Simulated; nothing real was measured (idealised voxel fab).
Presented below is a process module, voxel ribs on slabs.
Pictured: cross-section cut, 175 nm wide, on a grid of 5 nm square cells.
When this document writes out a cross-section, it uses a grid of square cells and lists it as bands, beginning at the top and moving down, with a band standing for one or more rows of cells. Read a band's entry like this: the first values are the height of its top and the height of its bottom in nm, and what follows is the sequence of materials from left to right, each with its width in nm. Note that "blank" is empty space, and that a single material marked "full width" reaches across the band from edge to edge. Where do heights start? At 0: under that level the wafer as delivered is made of one material only. And the lowest band has no floor; it just carries on downward, as in "0 and below". A width given as "30..40" starts at the first number in the band's top row and ends at the second number in its bottom row, shifting by an equal amount at every step from row to row. You'll sometimes find "same as before" written for a step, and that's the way of saying that nowhere in the cross-section did a cell change during that step. Voids not open to the top, 8 cells minimum: see "Fully sealed voids". Written width x height at distance; distance is from the left edge; nm. The remark found on a step's line after its settings is issued by the simulator itself and pertains to that step. The "overlay nm" setting may appear on a step's line; for a step that uses a mask, it gives how far to the right of its planned position the mask lay, and a negative value indicates the left.

**List of planned process steps**
1,RECEIVE [material Si]
2,DIRECTIONAL_DEP [material SiO2] [thk nm 20]
3,DIRECTIONAL_DEP [material SiN] [thk nm 15]
4,DIRECTIONAL_DEP [material aC] [thk nm 10]
5,PATTERN [tone cover] [mask id RIB] [material resist] [width nm 25] [thk nm 25] [overlay nm 0]
6,DIRECTIONAL_ETCH [etch materials aC] [depth nm 10]
7,STRIP [etch materials resist]
8,DIRECTIONAL_ETCH [etch materials SiN] [depth nm 5]
9,STRIP [etch materials aC]
10,MASKED_ETCH [tone cover] [mask id SLAB] [width nm 85] [etch materials SiN] [depth nm 10] [overlay nm 0]
11,FILL_DEP [material SiO2] [thk nm 25]
12,CMP [height nm 50]
13,DIRECTIONAL_DEP [material W] [thk nm 5]
14,DIRECTIONAL_DEP [material aC] [thk nm 10]
15,PATTERN [tone cover] [mask id HEATER] [material resist] [width nm 35] [thk nm 25] [overlay nm 0]
16,DIRECTIONAL_ETCH [etch materials aC] [depth nm 10]
17,STRIP [etch materials resist]
18,DIRECTIONAL_ETCH [etch materials W] [depth nm 5]
19,STRIP [etch materials aC]
20,CONFORMAL_DEP [material SiO2] [thk nm 5]

**So this is the incoming wafer in cross-section - it's already been through step 1**
> 0 and below = Si full width
> Fully sealed voids: none

**Cross-section at module end, one run error; start and plan unchanged from above**
> 60 down to 55 = 65 blank, then 45 SiO2, then 65 blank
> 55 down to 50 = 70 SiO2, then 35 W, then 70 SiO2
> 50 down to 45 = SiO2 full width
> 45 down to 40 = 75 SiO2, then 25 SiN, then 75 SiO2
> 40 down to 30 = 45 SiO2, then 85 SiN, then 45 SiO2
> 30 down to 20 = SiN full width
> 20 down to 0 = SiO2 full width
> 0 and below = Si full width
> Fully sealed voids: none
Misprocessing identified: it should be noted that step 3 was executed with settings other than those planned, the operation and settings actually applied being DIRECTIONAL_DEP [material SiN] [thk nm 25]
